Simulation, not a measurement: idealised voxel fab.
Proc. module: voxel released beams
The width of the displayed cross-section, cut, is 240 nm; its cells are square, with a size of 5 nm.
Heads up, the way a cross-section reads in here is a grid of square cells, handed over as bands from the top down, with every band being one or more rows of cells. Band entry format. Leading values: height of top, height of bottom, nm. Remainder: materials in left-to-right order, each with its width in nm. Special words: "full width" on a single material, which then fills the band edge to edge; "empty", empty space. Convention: height 0 is the level below which the wafer, as received, is all one material. The lowest band does not terminate at the bottom but continues downward, represented as "0 -> down". The expression "30 to 40" gives the width at the extremes of the band, the first number at its top row of cells and the second at its bottom row, with the width changing by equal amounts from each row to the next in between. Reading "nothing changed" for a step: not a cell of the cross-section changed in it. Closed-off voids of 8+ cells (no open route to the top) go in "Encapsulated voids", written width x height at distance from the left edge, in nm. On a step's line, text after the settings is the simulator commenting on that step. When a step includes a mask, the "overlay nm" setting on its line states how far to the right of its planned place that mask lay, and negative values state how far to the left.

### Process steps - plan
1. RECEIVE | material Si
2. CONFORMAL_DEP | material Al2O3 | thk nm 5
3. DIRECTIONAL_DEP | material SiO2 | thk nm 20
4. DIRECTIONAL_DEP | material aC | thk nm 15
5. PATTERN | tone open | mask id ANCHOR | material resist | width nm 45 | thk nm 35 | overlay nm 0
6. DIRECTIONAL_ETCH | etch materials aC | depth nm 15
7. STRIP | etch materials resist
8. DIRECTIONAL_ETCH | etch materials SiO2 | depth nm 20
9. STRIP | etch materials aC
10. CONFORMAL_DEP | material polySi | thk nm 15
11. MASKED_ETCH | tone cover | mask id BEAM | width nm 100 | etch materials polySi | depth nm 15 | overlay nm 0
12. STRIP | etch materials SiO2

### Cross-section of the wafer as it came to us, i.e., already through step 1
> 0 -> down: Si full width
> Encapsulated voids: none

### First wafer of two, sectioned at end of module; run went per plan
> 40 -> 25: 65 of empty; 20 of polySi; 15 of empty; 65 of polySi; 75 of empty
> 25 -> 20: 70 of empty; 15 of polySi; 15 of empty; 15 of polySi; 125 of empty
> 20 -> 5: 70 of empty; 45 of polySi; 125 of empty
> 5 -> 0: Al2O3 full width
> 0 -> down: Si full width
> Encapsulated voids: none

### This is the second of the two wafers, cross-sectioned at the end of the module; it started exactly like the first and was given the same plan, but it was run with one mistake
> 40 -> 25: 65 of empty; 65 of polySi; 110 of empty
> 25 -> 20: 55 of empty; 15 of polySi; 45 of SiO2; 15 of polySi; 110 of empty
> 20 -> 5: 55 of empty; 15 of polySi; 45 of SiO2; 50 of polySi; 75 of empty
> 5 -> 0: Al2O3 full width
> 0 -> down: Si full width
> Encapsulated voids: none
Deviation from plan: step 5 off recipe, ran as PATTERN | tone cover | mask id ANCHOR | material resist | width nm 45 | thk nm 35 | overlay nm 0
Wrapping up, a cell-based count of both wafers puts the second over or under the first for these materials: +36 SiO2
